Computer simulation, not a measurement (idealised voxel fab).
Documented hereafter: the process module known as voxel self aligned contacts.
Section shown: cut. Width: 180 nm. Cell size: 5 nm, square.
Cross-section = grid of square cells, listed top down in bands; band = one or more rows.
This entry defines a band. It first specifies the height of the band's top and the height of its bottom in nm, and then specifies the band's materials from left to right, stating each material with its width in nm. The word "edge to edge" identifies a single material that fills the band from edge to edge, while the word "blank" identifies empty space.
We count height from 0. Below that, the starting wafer is all one material. The lowest band never ends at the bottom but goes on down; see "0 down" for how that is written.
Think of "30 to 40" as a width that walks from the first number to the second as you go down the band, top row to bottom row, taking equal-sized steps from row to row.
Step marked "nothing changed"? Then no cell in the cross-section changed in it.
The entry "Fully closed voids" lists the empty spaces that cover at least 8 cells and have no open path to the top. Each is written as width x height at distance, where the distance is measured from the left edge and all three values are in nm.
What comes after the settings on a step's line is commentary from the simulator itself on that step.
The optional step-line setting "overlay nm" applies to steps with a mask and quantifies how far to the right of its planned location the mask lay, a negative value indicating leftward placement.
[The process steps that were planned are listed below]
| 1 | RECEIVE,material Si |
| 2 | OXIDIZE,depth nm 5 |
| 3 | DIRECTIONAL_DEP,material polySi,thk nm 30 |
| 4 | DIRECTIONAL_DEP,material SiN,thk nm 20 |
| 5 | MASKED_ETCH,tone cover,mask id GATE,width nm 25,pitch nm 55,etch materials SiN,depth nm 20,overlay nm 0 |
| 6 | MASKED_ETCH,tone cover,mask id GATE,width nm 25,pitch nm 55,etch materials polySi,depth nm 30,overlay nm 0 |
| 7 | CONFORMAL_DEP,material SiN,thk nm 5 |
| 8 | DIRECTIONAL_ETCH,etch materials SiN,depth nm 5 |
| 9 | FILL_DEP,material SiO2,thk nm 20 |
| 10 | CMP,height nm 60 |
| 11 | MASKED_ETCH,tone open,mask id CONTACT,width nm 40,pitch nm 55,etch materials SiO2,depth nm 65,overlay nm 0 |
| 12 | CONFORMAL_DEP,material TiN,thk nm 5 |
| 13 | FILL_DEP,material Ru,thk nm 5 |
| 14 | CMP,height nm 60 |
| 15 | CONFORMAL_DEP,material SiCN,thk nm 5 |
For clarity, it should be stated that the wafers under discussion commence in an identical condition and differ with respect to the depth nm of step 2, the plan indicating the value that the first wafer had.
[The first of several wafers as received, shown in cross-section; this is its state after step 1]
> 0 down | Si edge to edge
> Fully closed voids: none
[Cross-section of the first of several wafers, taken after step 15, where the module ends]
> 65 to 60 | SiCN edge to edge
> 60 to 50 | SiO2=40  TiN=5 to 15  Ru=30 to 10  TiN=5 to 15  SiO2=15  TiN=5 to 15  Ru=30 to 10  TiN=5 to 15  SiO2=45
> 50 to 30 | SiO2=15  SiN=35  TiN=5  Ru=10  TiN=5  SiN=35  TiN=5  Ru=10  TiN=5  SiN=35  SiO2=20
> 30 to 0 | SiO2=15  SiN=5  polySi=25  SiN=5  TiN=5  Ru=10  TiN=5  SiN=5  polySi=25  SiN=5  TiN=5  Ru=10  TiN=5  SiN=5  polySi=25  SiN=5  SiO2=20
> 0 to -5 | SiO2=50  TiN=20  SiO2=35  TiN=20  SiO2=55
> -5 down | Si edge to edge
> Fully closed voids: none
[Final wafer cross-section at module end]
> 65 to 60 | SiCN edge to edge
> 60 to 50 | SiO2=40  TiN=5 to 15  Ru=30 to 10  TiN=5 to 15  SiO2=15  TiN=5 to 15  Ru=30 to 10  TiN=5 to 15  SiO2=45
> 50 to 30 | SiO2=15  SiN=35  TiN=5  Ru=10  TiN=5  SiN=35  TiN=5  Ru=10  TiN=5  SiN=35  SiO2=20
> 30 to 0 | SiO2=15  SiN=5  polySi=25  SiN=5  TiN=5  Ru=10  TiN=5  SiN=5  polySi=25  SiN=5  TiN=5  Ru=10  TiN=5  SiN=5  polySi=25  SiN=5  SiO2=20
> 0 to -5 | SiO2=50  TiN=20  SiO2=35  TiN=20  SiO2=55
> -5 to -20 | SiO2 edge to edge
> -20 down | Si edge to edge
> Fully closed voids: none
[Below: a row per wafer. Contents at end of module: for every material, cells gained since receipt (+) or lost since receipt (-); then closed voids]
depth nm 5; +56 Ru; -36 Si; +36 SiCN; +120 SiN; +138 SiO2; +64 TiN; +90 polySi; Fully closed voids: none
depth nm 10; +56 Ru; -72 Si; +36 SiCN; +120 SiN; +174 SiO2; +64 TiN; +90 polySi; Fully closed voids: none
depth nm 15; +56 Ru; -108 Si; +36 SiCN; +120 SiN; +210 SiO2; +64 TiN; +90 polySi; Fully closed voids: none
depth nm 20; +56 Ru; -144 Si; +36 SiCN; +120 SiN; +246 SiO2; +64 TiN; +90 polySi; Fully closed voids: none
